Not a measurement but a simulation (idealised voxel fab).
The name of this process module is voxel wiring stack.
240 nm wide, 5 nm square cells: that's cross-section cut.
The cross-sections in this document take the form of a grid made of square cells. They are written out as bands, in order from top to bottom. Each band consists of one or more rows of cells. Band: top height; bottom height; in nm. Then, left to right: material with width in nm, for each material. "full width": a single material spanning edge to edge. "empty": empty space. Zero point of the height axis is 0; under it, received wafer = one material. Lowest band: continues down indefinitely, "0..down". With a width like "30..40", each row of cells in the band differs from the next by the same amount, the top row carrying the first number and the bottom row the second. For the purposes of this document, the phrase "remained the same" attached to a step denotes that no cell within the cross-section was modified by that step. "Closed internal voids" specifies each empty space that is not open to the top and that occupies no fewer than 8 cells, using the form width x height at distance, the distance measured from the left edge and all three quantities in nm. Whatever follows a step's settings on its line is a remark the simulator itself makes about that step. Among the settings permitted on a step's line is "overlay nm"; applied to a step with a mask, it specifies the extent to which the mask lay to the right of its planned position, whereas a negative figure signifies a position to the left. Below you will find pairs of cross-sections. In each, one shows the wafer before one process step and the other after it, with the after view ending at the lowest band that changed. Under each pair is the step separating them, along with its settings. Do not assume the pairs form a chain: they can come from different runs of this module on the same starting wafer, and a pair continues from the pair above it only when its "Before-step section" entry says so.

### Before-step section
55..50 | TiN 75 / empty 5 / TiN 75 / empty 5 / TiN 80
50..40 | lowk 70 / TiN 5 / empty 5 / TiN 5 / lowk 65 / TiN 5 / empty 5 / TiN 5 / lowk 75
40..35 | SiCN 70 / TiN 15 / SiCN 65 / TiN 15 / SiCN 75
35..15 | SiO2 70 / Ru 25 / SiO2 15 / Ru 25 / SiO2 15 / Ru 25 / SiO2 65
15..10 | SiO2 70 / TiN 25 / SiO2 15 / TiN 25 / SiO2 15 / TiN 25 / SiO2 65
10..0 | SiO2 full width
0..down | Si full width
Closed internal voids: none

### Resulting Cross-Section
65..55 | Ru full width
55..50 | TiN 75 / Ru 5 / TiN 75 / Ru 5 / TiN 80
50..40 | lowk 70 / TiN 5 / Ru 5 / TiN 5 / lowk 65 / TiN 5 / Ru 5 / TiN 5 / lowk 75
Rest of section, below 40: as before.
Closed internal voids: none
Step, pre vs post cross-sections above: FILL_DEP (material Ru; thk nm 10)

Before-step section: The prior state of this step coincides with the post-step cross-section of the pair just above.

### Resulting Cross-Section
50..40 | lowk 70 / TiN 5 / Ru 5 / TiN 5 / lowk 65 / TiN 5 / Ru 5 / TiN 5 / lowk 75
Rest of section, below 40: as before.
Closed internal voids: none
Step, pre vs post cross-sections above: CMP (height nm 50)

Before-step section: The prior state of this step coincides with the post-step cross-section of the pair just above.

### Resulting Cross-Section
55..50 | TiN full width
Rest of section, below 50: as before.
Closed internal voids: none
Step, pre vs post cross-sections above: DIRECTIONAL_DEP (material TiN; thk nm 5)

Before-step section: The prior state of this step coincides with the post-step cross-section of the pair just above.

### Resulting Cross-Section
75..55 | Ru full width
Rest of section, below 55: as before.
Closed internal voids: none
Step, pre vs post cross-sections above: DIRECTIONAL_DEP (material Ru; thk nm 20)

Before-step section: The prior state of this step coincides with the post-step cross-section of the pair just above.

### Resulting Cross-Section
95..75 | empty 70 / resist 20 / empty 20 / resist 20 / empty 20 / resist 20 / empty 70
Rest of section, below 75: as before.
Closed internal voids: none
Step, pre vs post cross-sections above: PATTERN (tone cover; mask id METAL_2; material resist; width nm 20; pitch nm 40; thk nm 20; overlay nm 0)

Before-step section: The prior state of this step coincides with the post-step cross-section of the pair just above.

### Resulting Cross-Section
95..75 | empty 70 / resist 20 / empty 20 / resist 20 / empty 20 / resist 20 / empty 70
75..55 | empty 70 / Ru 20 / empty 20 / Ru 20 / empty 20 / Ru 20 / empty 70
Rest of section, below 55: as before.
Closed internal voids: none
Step, pre vs post cross-sections above: DIRECTIONAL_ETCH (etch materials Ru; depth nm 20)

Before-step section: The prior state of this step coincides with the post-step cross-section of the pair just above.

### Resulting Cross-Section
95..75 | empty 70 / resist 20 / empty 20 / resist 20 / empty 20 / resist 20 / empty 70
75..55 | empty 70 / Ru 20 / empty 20 / Ru 20 / empty 20 / Ru 20 / empty 70
55..50 | empty 70 / TiN 20 / empty 20 / TiN 20 / empty 20 / TiN 20 / empty 70
Rest of section, below 50: as before.
Closed internal voids: none
Step, pre vs post cross-sections above: DIRECTIONAL_ETCH (etch materials TiN; depth nm 5)

Before-step section: The prior state of this step coincides with the post-step cross-section of the pair just above.

### Resulting Cross-Section
75..55 | empty 70 / Ru 20 / empty 20 / Ru 20 / empty 20 / Ru 20 / empty 70
Rest of section, below 55: as before.
Closed internal voids: none
Step, pre vs post cross-sections above: STRIP (etch materials resist)

Before-step section: The prior state of this step coincides with the post-step cross-section of the pair just above.

### Resulting Cross-Section
80..75 | empty 65 / SiCN 30 / empty 10 / SiCN 30 / empty 10 / SiCN 30 / empty 65
75..55 | empty 65 / SiCN 5 / Ru 20 / SiCN 5 / empty 10 / SiCN 5 / Ru 20 / SiCN 5 / empty 10 / SiCN 5 / Ru 20 / SiCN 5 / empty 65
55..50 | SiCN 70 / TiN 20 / SiCN 20 / TiN 20 / SiCN 20 / TiN 20 / SiCN 70
Rest of section, below 50: as before.
Closed internal voids: none
Step, pre vs post cross-sections above: CONFORMAL_DEP (material SiCN; thk nm 5)

Before-step section: The prior state of this step coincides with the post-step cross-section of the pair just above.

### Resulting Cross-Section
85..80 | lowk full width
80..75 | lowk 65 / SiCN 30 / lowk 10 / SiCN 30 / lowk 10 / SiCN 30 / lowk 65
75..55 | lowk 65 / SiCN 5 / Ru 20 / SiCN 5 / lowk 10 / SiCN 5 / Ru 20 / SiCN 5 / lowk 10 / SiCN 5 / Ru 20 / SiCN 5 / lowk 65
Rest of section, below 55: as before.
Closed internal voids: none
Step, pre vs post cross-sections above: FILL_DEP (material lowk; thk nm 5)

Before-step section: The prior state of this step coincides with the post-step cross-section of the pair just above.

### Resulting Cross-Section
75..55 | lowk 65 / SiCN 5 / Ru 20 / SiCN 5 / lowk 10 / SiCN 5 / Ru 20 / SiCN 5 / lowk 10 / SiCN 5 / Ru 20 / SiCN 5 / lowk 65
Rest of section, below 55: as before.
Closed internal voids: none
Step, pre vs post cross-sections above: CMP (height nm 75)

Before-step section: The prior state of this step coincides with the post-step cross-section of the pair just above.

### Resulting Cross-Section
80..75 | SiCN full width
Rest of section, below 75: as before.
Closed internal voids: none
Step, pre vs post cross-sections above: CONFORMAL_DEP (material SiCN; thk nm 5)

### Before-step section
50..40 | lowk full width
40..35 | SiCN full width
35..15 | SiO2 70 / Ru 20 / SiO2 20 / Ru 20 / SiO2 20 / Ru 20 / SiO2 70
15..10 | SiO2 70 / TiN 20 / SiO2 20 / TiN 20 / SiO2 20 / TiN 20 / SiO2 70
10..0 | SiO2 full width
0..down | Si full width
Closed internal voids: none

### Resulting Cross-Section
50..40 | lowk 75 / empty 15 / lowk 65 / empty 15 / lowk 70
Rest of section, below 40: as before.
Closed internal voids: none
Step, pre vs post cross-sections above: MASKED_ETCH (tone open; mask id PLUG_1; width nm 15; pitch nm 80; etch materials lowk; depth nm 10; overlay nm 5)

Before-step section: The prior state of this step coincides with the post-step cross-section of the pair just above.

### Resulting Cross-Section
50..40 | lowk 75 / empty 15 / lowk 65 / empty 15 / lowk 70
40..35 | SiCN 75 / empty 10 / SiCN 70 / empty 10 / SiCN 75
Rest of section, below 35: as before.
Closed internal voids: none
Step, pre vs post cross-sections above: MASKED_ETCH (tone open; mask id PLUG_1; width nm 15; pitch nm 80; etch materials SiCN; depth nm 5; overlay nm 0)

Before-step section: The prior state of this step coincides with the post-step cross-section of the pair just above.

### Resulting Cross-Section
55..50 | TiN 80 / empty 5 / TiN 75 / empty 5 / TiN 75
50..45 | lowk 75 / TiN 5 / empty 5 / TiN 5 / lowk 65 / TiN 5 / empty 5 / TiN 5 / lowk 70
45..40 | lowk 75 / TiN 15 / lowk 65 / TiN 15 / lowk 70
40..35 | SiCN 75 / TiN 10 / SiCN 70 / TiN 10 / SiCN 75
Rest of section, below 35: as before.
Closed internal voids: none
Step, pre vs post cross-sections above: CONFORMAL_DEP (material TiN; thk nm 5)

Before-step section: The prior state of this step coincides with the post-step cross-section of the pair just above.

### Resulting Cross-Section
65..55 | Ru full width
55..50 | TiN 80 / Ru 5 / TiN 75 / Ru 5 / TiN 75
50..45 | lowk 75 / TiN 5 / Ru 5 / TiN 5 / lowk 65 / TiN 5 / Ru 5 / TiN 5 / lowk 70
Rest of section, below 45: as before.
Closed internal voids: none
Step, pre vs post cross-sections above: FILL_DEP (material Ru; thk nm 10)

Before-step section: The prior state of this step coincides with the post-step cross-section of the pair just above.

### Resulting Cross-Section
50..45 | lowk 75 / TiN 5 / Ru 5 / TiN 5 / lowk 65 / TiN 5 / Ru 5 / TiN 5 / lowk 70
Rest of section, below 45: as before.
Closed internal voids: none
Step, pre vs post cross-sections above: CMP (height nm 50)

Before-step section: The prior state of this step coincides with the post-step cross-section of the pair just above.

### Resulting Cross-Section
55..50 | TiN full width
Rest of section, below 50: as before.
Closed internal voids: none
Step, pre vs post cross-sections above: DIRECTIONAL_DEP (material TiN; thk nm 5)

Before-step section: The prior state of this step coincides with the post-step cross-section of the pair just above.

### Resulting Cross-Section
75..55 | Ru full width
Rest of section, below 55: as before.
Closed internal voids: none
Step, pre vs post cross-sections above: DIRECTIONAL_DEP (material Ru; thk nm 20)

Before-step section: The prior state of this step coincides with the post-step cross-section of the pair just above.

### Resulting Cross-Section
95..75 | empty 70 / resist 20 / empty 20 / resist 20 / empty 20 / resist 20 / empty 70
Rest of section, below 75: as before.
Closed internal voids: none
Step, pre vs post cross-sections above: PATTERN (tone cover; mask id METAL_2; material resist; width nm 20; pitch nm 40; thk nm 20; overlay nm 0)

Before-step section: The prior state of this step coincides with the post-step cross-section of the pair just above.

### Resulting Cross-Section
95..75 | empty 70 / resist 20 / empty 20 / resist 20 / empty 20 / resist 20 / empty 70
75..55 | empty 70 / Ru 20 / empty 20 / Ru 20 / empty 20 / Ru 20 / empty 70
Rest of section, below 55: as before.
Closed internal voids: none
Step, pre vs post cross-sections above: DIRECTIONAL_ETCH (etch materials Ru; depth nm 20)

Before-step section: The prior state of this step coincides with the post-step cross-section of the pair just above.

### Resulting Cross-Section
95..75 | empty 70 / resist 20 / empty 20 / resist 20 / empty 20 / resist 20 / empty 70
75..55 | empty 70 / Ru 20 / empty 20 / Ru 20 / empty 20 / Ru 20 / empty 70
55..50 | empty 70 / TiN 20 / empty 20 / TiN 20 / empty 20 / TiN 20 / empty 70
Rest of section, below 50: as before.
Closed internal voids: none
Step, pre vs post cross-sections above: DIRECTIONAL_ETCH (etch materials TiN; depth nm 5)

Before-step section: The prior state of this step coincides with the post-step cross-section of the pair just above.

### Resulting Cross-Section
75..55 | empty 70 / Ru 20 / empty 20 / Ru 20 / empty 20 / Ru 20 / empty 70
Rest of section, below 55: as before.
Closed internal voids: none
Step, pre vs post cross-sections above: STRIP (etch materials resist)

Before-step section: The prior state of this step coincides with the post-step cross-section of the pair just above.

### Resulting Cross-Section
80..75 | empty 65 / SiCN 30 / empty 10 / SiCN 30 / empty 10 / SiCN 30 / empty 65
75..55 | empty 65 / SiCN 5 / Ru 20 / SiCN 5 / empty 10 / SiCN 5 / Ru 20 / SiCN 5 / empty 10 / SiCN 5 / Ru 20 / SiCN 5 / empty 65
55..50 | SiCN 70 / TiN 20 / SiCN 20 / TiN 20 / SiCN 20 / TiN 20 / SiCN 70
Rest of section, below 50: as before.
Closed internal voids: none
Step, pre vs post cross-sections above: CONFORMAL_DEP (material SiCN; thk nm 5)

Before-step section: The prior state of this step coincides with the post-step cross-section of the pair just above.

### Resulting Cross-Section
85..80 | lowk full width
80..75 | lowk 65 / SiCN 30 / lowk 10 / SiCN 30 / lowk 10 / SiCN 30 / lowk 65
75..55 | lowk 65 / SiCN 5 / Ru 20 / SiCN 5 / lowk 10 / SiCN 5 / Ru 20 / SiCN 5 / lowk 10 / SiCN 5 / Ru 20 / SiCN 5 / lowk 65
Rest of section, below 55: as before.
Closed internal voids: none
Step, pre vs post cross-sections above: FILL_DEP (material lowk; thk nm 5)

Before-step section: The prior state of this step coincides with the post-step cross-section of the pair just above.

### Resulting Cross-Section
75..55 | lowk 65 / SiCN 5 / Ru 20 / SiCN 5 / lowk 10 / SiCN 5 / Ru 20 / SiCN 5 / lowk 10 / SiCN 5 / Ru 20 / SiCN 5 / lowk 65
Rest of section, below 55: as before.
Closed internal voids: none
Step, pre vs post cross-sections above: CMP (height nm 75)

Before-step section: The prior state of this step coincides with the post-step cross-section of the pair just above.

### Resulting Cross-Section
80..75 | SiCN full width
Rest of section, below 75: as before.
Closed internal voids: none
Step, pre vs post cross-sections above: CONFORMAL_DEP (material SiCN; thk nm 5)

### Before-step section
35..15 | empty 70 / Ru 20 / empty 20 / Ru 20 / empty 20 / Ru 20 / empty 70
15..10 | empty 70 / TiN 20 / empty 20 / TiN 20 / empty 20 / TiN 20 / empty 70
10..0 | SiO2 full width
0..down | Si full width
Closed internal voids: none

### Resulting Cross-Section
40..15 | Ru full width
15..10 | Ru 70 / TiN 20 / Ru 20 / TiN 20 / Ru 20 / TiN 20 / Ru 70
Rest of section, below 10: as before.
Closed internal voids: none
Step, pre vs post cross-sections above: FILL_DEP (material Ru; thk nm 5)

Before-step section: The prior state of this step coincides with the post-step cross-section of the pair just above.

### Resulting Cross-Section
35..15 | Ru full width
Rest of section, below 15: as before.
Closed internal voids: none
Step, pre vs post cross-sections above: CMP (height nm 35)

Before-step section: The prior state of this step coincides with the post-step cross-section of the pair just above.

### Resulting Cross-Section
40..35 | SiCN full width
Rest of section, below 35: as before.
Closed internal voids: none
Step, pre vs post cross-sections above: CONFORMAL_DEP (material SiCN; thk nm 5)

Before-step section: The prior state of this step coincides with the post-step cross-section of the pair just above.

### Resulting Cross-Section
50..40 | lowk full width
Rest of section, below 40: as before.
Closed internal voids: none
Step, pre vs post cross-sections above: DIRECTIONAL_DEP (material lowk; thk nm 10)

Before-step section: The prior state of this step coincides with the post-step cross-section of the pair just above.

### Resulting Cross-Section
50..40 | lowk 70 / empty 15 / lowk 65 / empty 15 / lowk 75
Rest of section, below 40: as before.
Closed internal voids: none
Step, pre vs post cross-sections above: MASKED_ETCH (tone open; mask id PLUG_1; width nm 15; pitch nm 80; etch materials lowk; depth nm 10; overlay nm 0)

Before-step section: The prior state of this step coincides with the post-step cross-section of the pair just above.

### Resulting Cross-Section
50..40 | lowk 70 / empty 15 / lowk 65 / empty 15 / lowk 75
40..35 | SiCN 70 / empty 15 / SiCN 65 / empty 15 / SiCN 75
Rest of section, below 35: as before.
Closed internal voids: none
Step, pre vs post cross-sections above: MASKED_ETCH (tone open; mask id PLUG_1; width nm 15; pitch nm 80; etch materials SiCN; depth nm 5; overlay nm 0)

Before-step section: The prior state of this step coincides with the post-step cross-section of the pair just above.

### Resulting Cross-Section
55..50 | TiN 75 / empty 5 / TiN 75 / empty 5 / TiN 80
50..40 | lowk 70 / TiN 5 / empty 5 / TiN 5 / lowk 65 / TiN 5 / empty 5 / TiN 5 / lowk 75
40..35 | SiCN 70 / TiN 15 / SiCN 65 / TiN 15 / SiCN 75
Rest of section, below 35: as before.
Closed internal voids: none
Step, pre vs post cross-sections above: CONFORMAL_DEP (material TiN; thk nm 5)

Before-step section: The prior state of this step coincides with the post-step cross-section of the pair just above.

### Resulting Cross-Section
65..55 | Ru full width
55..50 | TiN 75 / Ru 5 / TiN 75 / Ru 5 / TiN 80
50..40 | lowk 70 / TiN 5 / Ru 5 / TiN 5 / lowk 65 / TiN 5 / Ru 5 / TiN 5 / lowk 75
Rest of section, below 40: as before.
Closed internal voids: none
Step, pre vs post cross-sections above: FILL_DEP (material Ru; thk nm 10)

Before-step section: The prior state of this step coincides with the post-step cross-section of the pair just above.

### Resulting Cross-Section
50..40 | lowk 70 / TiN 5 / Ru 5 / TiN 5 / lowk 65 / TiN 5 / Ru 5 / TiN 5 / lowk 75
Rest of section, below 40: as before.
Closed internal voids: none
Step, pre vs post cross-sections above: CMP (height nm 50)

Before-step section: The prior state of this step coincides with the post-step cross-section of the pair just above.

### Resulting Cross-Section
55..50 | TiN full width
Rest of section, below 50: as before.
Closed internal voids: none
Step, pre vs post cross-sections above: DIRECTIONAL_DEP (material TiN; thk nm 5)

Before-step section: The prior state of this step coincides with the post-step cross-section of the pair just above.

### Resulting Cross-Section
75..55 | Ru full width
Rest of section, below 55: as before.
Closed internal voids: none
Step, pre vs post cross-sections above: DIRECTIONAL_DEP (material Ru; thk nm 20)

Before-step section: The prior state of this step coincides with the post-step cross-section of the pair just above.

### Resulting Cross-Section
95..75 | empty 70 / resist 20 / empty 20 / resist 20 / empty 20 / resist 20 / empty 70
Rest of section, below 75: as before.
Closed internal voids: none
Step, pre vs post cross-sections above: PATTERN (tone cover; mask id METAL_2; material resist; width nm 20; pitch nm 40; thk nm 20; overlay nm 0)

Before-step section: The prior state of this step coincides with the post-step cross-section of the pair just above.

### Resulting Cross-Section
95..75 | empty 70 / resist 20 / empty 20 / resist 20 / empty 20 / resist 20 / empty 70
75..55 | empty 70 / Ru 20 / empty 20 / Ru 20 / empty 20 / Ru 20 / empty 70
Rest of section, below 55: as before.
Closed internal voids: none
Step, pre vs post cross-sections above: DIRECTIONAL_ETCH (etch materials Ru; depth nm 20)

Before-step section: The prior state of this step coincides with the post-step cross-section of the pair just above.

### Resulting Cross-Section
95..75 | empty 70 / resist 20 / empty 20 / resist 20 / empty 20 / resist 20 / empty 70
75..55 | empty 70 / Ru 20 / empty 20 / Ru 20 / empty 20 / Ru 20 / empty 70
55..50 | empty 70 / TiN 20 / empty 20 / TiN 20 / empty 20 / TiN 20 / empty 70
Rest of section, below 50: as before.
Closed internal voids: none
Step, pre vs post cross-sections above: DIRECTIONAL_ETCH (etch materials TiN; depth nm 5)

Before-step section: The prior state of this step coincides with the post-step cross-section of the pair just above.

### Resulting Cross-Section
75..55 | empty 70 / Ru 20 / empty 20 / Ru 20 / empty 20 / Ru 20 / empty 70
Rest of section, below 55: as before.
Closed internal voids: none
Step, pre vs post cross-sections above: STRIP (etch materials resist)

Before-step section: The prior state of this step coincides with the post-step cross-section of the pair just above.

### Resulting Cross-Section
80..75 | empty 65 / SiCN 30 / empty 10 / SiCN 30 / empty 10 / SiCN 30 / empty 65
75..55 | empty 65 / SiCN 5 / Ru 20 / SiCN 5 / empty 10 / SiCN 5 / Ru 20 / SiCN 5 / empty 10 / SiCN 5 / Ru 20 / SiCN 5 / empty 65
55..50 | SiCN 70 / TiN 20 / SiCN 20 / TiN 20 / SiCN 20 / TiN 20 / SiCN 70
Rest of section, below 50: as before.
Closed internal voids: none
Step, pre vs post cross-sections above: CONFORMAL_DEP (material SiCN; thk nm 5)

Before-step section: The prior state of this step coincides with the post-step cross-section of the pair just above.

### Resulting Cross-Section
85..80 | lowk full width
80..75 | lowk 65 / SiCN 30 / lowk 10 / SiCN 30 / lowk 10 / SiCN 30 / lowk 65
75..55 | lowk 65 / SiCN 5 / Ru 20 / SiCN 5 / lowk 10 / SiCN 5 / Ru 20 / SiCN 5 / lowk 10 / SiCN 5 / Ru 20 / SiCN 5 / lowk 65
Rest of section, below 55: as before.
Closed internal voids: none
Step, pre vs post cross-sections above: FILL_DEP (material lowk; thk nm 5)

Before-step section: The prior state of this step coincides with the post-step cross-section of the pair just above.

### Resulting Cross-Section
75..55 | lowk 65 / SiCN 5 / Ru 20 / SiCN 5 / lowk 10 / SiCN 5 / Ru 20 / SiCN 5 / lowk 10 / SiCN 5 / Ru 20 / SiCN 5 / lowk 65
Rest of section, below 55: as before.
Closed internal voids: none
Step, pre vs post cross-sections above: CMP (height nm 75)

Before-step section: The prior state of this step coincides with the post-step cross-section of the pair just above.

### Resulting Cross-Section
80..75 | SiCN full width
Rest of section, below 75: as before.
Closed internal voids: none
Step, pre vs post cross-sections above: CONFORMAL_DEP (material SiCN; thk nm 5)

### Before-step section
50..40 | lowk full width
40..35 | SiCN full width
35..15 | SiO2 70 / Ru 20 / SiO2 20 / Ru 20 / SiO2 20 / Ru 20 / SiO2 70
15..10 | SiO2 70 / TiN 20 / SiO2 20 / TiN 20 / SiO2 20 / TiN 20 / SiO2 70
10..0 | SiO2 full width
0..down | Si full width
Closed internal voids: none

### Resulting Cross-Section
50..40 | empty 70 / lowk 15 / empty 65 / lowk 15 / empty 75
Rest of section, below 40: as before.
Closed internal voids: none
Step, pre vs post cross-sections above: MASKED_ETCH (tone cover; mask id PLUG_1; width nm 15; pitch nm 80; etch materials lowk; depth nm 10; overlay nm 0)

Before-step section: The prior state of this step coincides with the post-step cross-section of the pair just above.

### Resulting Cross-Section
55..50 | empty 65 / TiN 25 / empty 55 / TiN 25 / empty 70
50..45 | empty 65 / TiN 5 / lowk 15 / TiN 5 / empty 55 / TiN 5 / lowk 15 / TiN 5 / empty 70
45..40 | TiN 70 / lowk 15 / TiN 65 / lowk 15 / TiN 75
Rest of section, below 40: as before.
Closed internal voids: none
Step, pre vs post cross-sections above: CONFORMAL_DEP (material TiN; thk nm 5)

Before-step section: The prior state of this step coincides with the post-step cross-section of the pair just above.

### Resulting Cross-Section
65..55 | Ru full width
55..50 | Ru 65 / TiN 25 / Ru 55 / TiN 25 / Ru 70
50..45 | Ru 65 / TiN 5 / lowk 15 / TiN 5 / Ru 55 / TiN 5 / lowk 15 / TiN 5 / Ru 70
Rest of section, below 45: as before.
Closed internal voids: none
Step, pre vs post cross-sections above: FILL_DEP (material Ru; thk nm 10)

Before-step section: The prior state of this step coincides with the post-step cross-section of the pair just above.

### Resulting Cross-Section
50..45 | Ru 65 / TiN 5 / lowk 15 / TiN 5 / Ru 55 / TiN 5 / lowk 15 / TiN 5 / Ru 70
Rest of section, below 45: as before.
Closed internal voids: none
Step, pre vs post cross-sections above: CMP (height nm 50)

Before-step section: The prior state of this step coincides with the post-step cross-section of the pair just above.

### Resulting Cross-Section
55..50 | TiN full width
Rest of section, below 50: as before.
Closed internal voids: none
Step, pre vs post cross-sections above: DIRECTIONAL_DEP (material TiN; thk nm 5)

Before-step section: The prior state of this step coincides with the post-step cross-section of the pair just above.

### Resulting Cross-Section
75..55 | Ru full width
Rest of section, below 55: as before.
Closed internal voids: none
Step, pre vs post cross-sections above: DIRECTIONAL_DEP (material Ru; thk nm 20)

Before-step section: The prior state of this step coincides with the post-step cross-section of the pair just above.

### Resulting Cross-Section
95..75 | empty 70 / resist 20 / empty 20 / resist 20 / empty 20 / resist 20 / empty 70
Rest of section, below 75: as before.
Closed internal voids: none
Step, pre vs post cross-sections above: PATTERN (tone cover; mask id METAL_2; material resist; width nm 20; pitch nm 40; thk nm 20; overlay nm 0)

Before-step section: The prior state of this step coincides with the post-step cross-section of the pair just above.

### Resulting Cross-Section
95..75 | empty 70 / resist 20 / empty 20 / resist 20 / empty 20 / resist 20 / empty 70
75..55 | empty 70 / Ru 20 / empty 20 / Ru 20 / empty 20 / Ru 20 / empty 70
Rest of section, below 55: as before.
Closed internal voids: none
Step, pre vs post cross-sections above: DIRECTIONAL_ETCH (etch materials Ru; depth nm 20)

Before-step section: The prior state of this step coincides with the post-step cross-section of the pair just above.

### Resulting Cross-Section
95..75 | empty 70 / resist 20 / empty 20 / resist 20 / empty 20 / resist 20 / empty 70
75..55 | empty 70 / Ru 20 / empty 20 / Ru 20 / empty 20 / Ru 20 / empty 70
55..50 | empty 70 / TiN 20 / empty 20 / TiN 20 / empty 20 / TiN 20 / empty 70
Rest of section, below 50: as before.
Closed internal voids: none
Step, pre vs post cross-sections above: DIRECTIONAL_ETCH (etch materials TiN; depth nm 5)

Before-step section: The prior state of this step coincides with the post-step cross-section of the pair just above.

### Resulting Cross-Section
75..55 | empty 70 / Ru 20 / empty 20 / Ru 20 / empty 20 / Ru 20 / empty 70
Rest of section, below 55: as before.
Closed internal voids: none
Step, pre vs post cross-sections above: STRIP (etch materials resist)

Before-step section: The prior state of this step coincides with the post-step cross-section of the pair just above.

### Resulting Cross-Section
80..75 | empty 65 / SiCN 30 / empty 10 / SiCN 30 / empty 10 / SiCN 30 / empty 65
75..55 | empty 65 / SiCN 5 / Ru 20 / SiCN 5 / empty 10 / SiCN 5 / Ru 20 / SiCN 5 / empty 10 / SiCN 5 / Ru 20 / SiCN 5 / empty 65
55..50 | SiCN 70 / TiN 20 / SiCN 20 / TiN 20 / SiCN 20 / TiN 20 / SiCN 70
Rest of section, below 50: as before.
Closed internal voids: none
Step, pre vs post cross-sections above: CONFORMAL_DEP (material SiCN; thk nm 5)

Before-step section: The prior state of this step coincides with the post-step cross-section of the pair just above.

### Resulting Cross-Section
85..80 | lowk full width
80..75 | lowk 65 / SiCN 30 / lowk 10 / SiCN 30 / lowk 10 / SiCN 30 / lowk 65
75..55 | lowk 65 / SiCN 5 / Ru 20 / SiCN 5 / lowk 10 / SiCN 5 / Ru 20 / SiCN 5 / lowk 10 / SiCN 5 / Ru 20 / SiCN 5 / lowk 65
Rest of section, below 55: as before.
Closed internal voids: none
Step, pre vs post cross-sections above: FILL_DEP (material lowk; thk nm 5)

Before-step section: The prior state of this step coincides with the post-step cross-section of the pair just above.

### Resulting Cross-Section
75..55 | lowk 65 / SiCN 5 / Ru 20 / SiCN 5 / lowk 10 / SiCN 5 / Ru 20 / SiCN 5 / lowk 10 / SiCN 5 / Ru 20 / SiCN 5 / lowk 65
Rest of section, below 55: as before.
Closed internal voids: none
Step, pre vs post cross-sections above: CMP (height nm 75)

Before-step section: The prior state of this step coincides with the post-step cross-section of the pair just above.

### Resulting Cross-Section
80..75 | SiCN full width
Rest of section, below 75: as before.
Closed internal voids: none
Step, pre vs post cross-sections above: CONFORMAL_DEP (material SiCN; thk nm 5)
